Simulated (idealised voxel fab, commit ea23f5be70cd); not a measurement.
Documented hereafter: the process module known as voxel quadruple lines.
This is section cut - it's 300 nm across, gridded in 5 nm square cells.
Cross-section = grid of square cells, listed top down in bands; band = one or more rows.
For a band, the entry starts with two heights in nm, that of the top and then that of the bottom, and carries on with the band's materials in order from left to right, each alongside its width in nm; the word "throughout" beside a single material means it fills the band edge to edge, and "blank" means empty space.
Ref level 0: as-received wafer is one material below here. Bottom band extends down with no lower bound ("top 0, no bottom").
The expression "30..40" gives the width at the extremes of the band, the first number at its top row of cells and the second at its bottom row, with the width changing by equal amounts from each row to the next in between.
Where a step carries "no change occurred", the cross-section came out of it unchanged, cell for cell.
The entry titled "Unvented voids" provides the empty spaces that have no open way to the top, restricted to those of 8 cells or more. Each is presented as width x height at distance, the distance being measured from the left edge, with all three in nm.
Where a step's line continues beyond its settings, the continuation is a remark by the simulator itself on that step.
Steps that use a mask can have "overlay nm" on their line. It says how far the mask sat to the right of where it was meant to be. Negative means to the left.
Steps in the process plan
1,RECEIVE, material Si
2,CONFORMAL_DEP, material Al2O3, thk nm 5
3,DIRECTIONAL_DEP, material W, thk nm 10
4,DIRECTIONAL_DEP, material polySi, thk nm 15
5,DIRECTIONAL_DEP, material aC, thk nm 25
6,PATTERN, tone cover, mask id MANDREL, material resist, width nm 35, thk nm 35, overlay nm 0
7,DIRECTIONAL_ETCH, etch materials aC, depth nm 25
8,STRIP, etch materials resist
9,CONFORMAL_DEP, material SiO2, thk nm 15
10,DIRECTIONAL_ETCH, etch materials SiO2, depth nm 15
11,STRIP, etch materials aC
12,DIRECTIONAL_ETCH, etch materials polySi, depth nm 15
13,STRIP, etch materials SiO2
14,CONFORMAL_DEP, material SiN, thk nm 10
15,DIRECTIONAL_ETCH, etch materials SiN, depth nm 10
16,STRIP, etch materials polySi
17,DIRECTIONAL_ETCH, etch materials W, depth nm 10
18,STRIP, etch materials SiN
Wafer at receipt (post step 1), cross-section
top 0, no bottom = Si throughout
Unvented voids: none
Cross-section: first of two wafers, module finished, run according to plan
top 15, bottom 5 = 105 of blank / 10 of W / 15 of blank / 10 of W / 15 of blank / 10 of W / 15 of blank / 10 of W / 110 of blank
top 5, bottom 0 = Al2O3 throughout
top 0, no bottom = Si throughout
Unvented voids: none
Now the second wafer, cross-sectioned at the end of the module. Nothing different at the start, nothing different in the plan compared with the first, just one mistake when it was actually run
top 30, bottom 15 = 115 of blank / 15 of polySi / 35 of blank / 15 of polySi / 120 of blank
top 15, bottom 5 = 115 of blank / 15 of W / 35 of blank / 15 of W / 120 of blank
top 5, bottom 0 = Al2O3 throughout
top 0, no bottom = Si throughout
Unvented voids: none
Misprocessing identified: contrary to plan, step 16 was performed as STRIP, etch materials SiN
Final tally in cells, some materials are higher or lower on the second wafer than on the first: W -4 | polySi +18
